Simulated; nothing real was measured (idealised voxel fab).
Herein follows the process module entitled voxel tone inversion.
Square cell edge 5 nm, section width 225 nm, ID cut.
Think of the cross-section as a grid of square cells. We describe it in bands, top to bottom, and each band covers one or more rows of those cells.
Read a band's entry like this: the first values are the height of its top and the height of its bottom in nm, and what follows is the sequence of materials from left to right, each with its width in nm. Note that "blank" is empty space, and that a single material marked "throughout" reaches across the band from edge to edge.
We count height from 0. Below that, the starting wafer is all one material. The lowest band never ends at the bottom but goes on down; see "0..down" for how that is written.
A two-number width, for instance "30 to 40", indicates that the width is equal to the first number in the top row of the band and to the second number in the bottom row, and that it changes by a constant amount per row of cells.
Take "identical to before" at face value: in the step it is given for, the cross-section changed in none of its cells.
Voids not open to the top, 8 cells minimum: see "Sealed internal voids". Written width x height at distance; distance is from the left edge; nm.
Step line, after settings: the simulator's comment on this step.
Regarding "overlay nm": on a step with a mask, it is the distance the mask lay to the right of its planned place; a negative value places it to the left.
-- List of planned process steps
- 1: RECEIVE: material Si
- 2: CONFORMAL_DEP: material SiCN, thk nm 5
- 3: DIRECTIONAL_DEP: material polySi, thk nm 15
- 4: PATTERN: tone cover, mask id POSTS, material resist, width nm 25, pitch nm 50, thk nm 20, overlay nm 0
- 5: DIRECTIONAL_ETCH: etch materials polySi, depth nm 15
- 6: STRIP: etch materials resist
- 7: FILL_DEP: material lowk, thk nm 10
- 8: CMP: height nm 20
- 9: STRIP: etch materials polySi
-- Of two wafers, the first: run according to plan
-- Incoming wafer, cross-sectional view, post step 1
	0..down  Si throughout
	Sealed internal voids: none
-- Step 2 complete: cross-section through the wafer
	5..0  SiCN throughout
	For the remainder of the cross-section, below 0, there is no change.
-- Step 3 complete: cross-section through the wafer
	20..5  polySi throughout
	For the remainder of the cross-section, below 5, there is no change.
-- Step 4 complete: cross-section through the wafer
	40..20  blank 25, resist 25, blank 25, resist 25, blank 25, resist 25, blank 25, resist 25, blank 25
	For the remainder of the cross-section, below 20, there is no change.
-- Step 5 complete: cross-section through the wafer
	40..20  blank 25, resist 25, blank 25, resist 25, blank 25, resist 25, blank 25, resist 25, blank 25
	20..5  blank 25, polySi 25, blank 25, polySi 25, blank 25, polySi 25, blank 25, polySi 25, blank 25
	For the remainder of the cross-section, below 5, there is no change.
-- Step 6 complete: cross-section through the wafer
	20..5  blank 25, polySi 25, blank 25, polySi 25, blank 25, polySi 25, blank 25, polySi 25, blank 25
	For the remainder of the cross-section, below 5, there is no change.
-- Step 7 complete: cross-section through the wafer
	30..20  lowk throughout
	20..5  lowk 25, polySi 25, lowk 25, polySi 25, lowk 25, polySi 25, lowk 25, polySi 25, lowk 25
	For the remainder of the cross-section, below 5, there is no change.
-- Step 8 complete: cross-section through the wafer
	20..5  lowk 25, polySi 25, lowk 25, polySi 25, lowk 25, polySi 25, lowk 25, polySi 25, lowk 25
	For the remainder of the cross-section, below 5, there is no change.
-- Step 9 complete: cross-section through the wafer
	20..5  lowk 25, blank 25, lowk 25, blank 25, lowk 25, blank 25, lowk 25, blank 25, lowk 25
	For the remainder of the cross-section, below 5, there is no change.
-- It is to be noted that the second wafer proceeded from the same initial state and according to the same plan as the first, although one mistake was committed in its execution; through step 6, inclusive, the two wafers share an identical history
-- Second wafer profile in section, at the moment step 7 of the plan was meant to be complete
	30..20  SiCN throughout
	20..5  SiCN 25, polySi 25, SiCN 25, polySi 25, SiCN 25, polySi 25, SiCN 25, polySi 25, SiCN 25
	For the remainder of the cross-section, below 5, there is no change.
-- Second wafer profile in section, at the moment step 8 of the plan was meant to be complete
	20..5  SiCN 25, polySi 25, SiCN 25, polySi 25, SiCN 25, polySi 25, SiCN 25, polySi 25, SiCN 25
	For the remainder of the cross-section, below 5, there is no change.
-- Second wafer profile in section, at the moment step 9 of the plan was meant to be complete
	20..5  SiCN 25, blank 25, SiCN 25, blank 25, SiCN 25, blank 25, SiCN 25, blank 25, SiCN 25
	For the remainder of the cross-section, below 5, there is no change.
Run error: note that step 7 departed from the planned setting and was carried out as FILL_DEP: material SiCN, thk nm 10
End check, counted in cells, second wafer has more or fewer of these materials than the first: SiCN: 75 more, lowk: 75 fewer
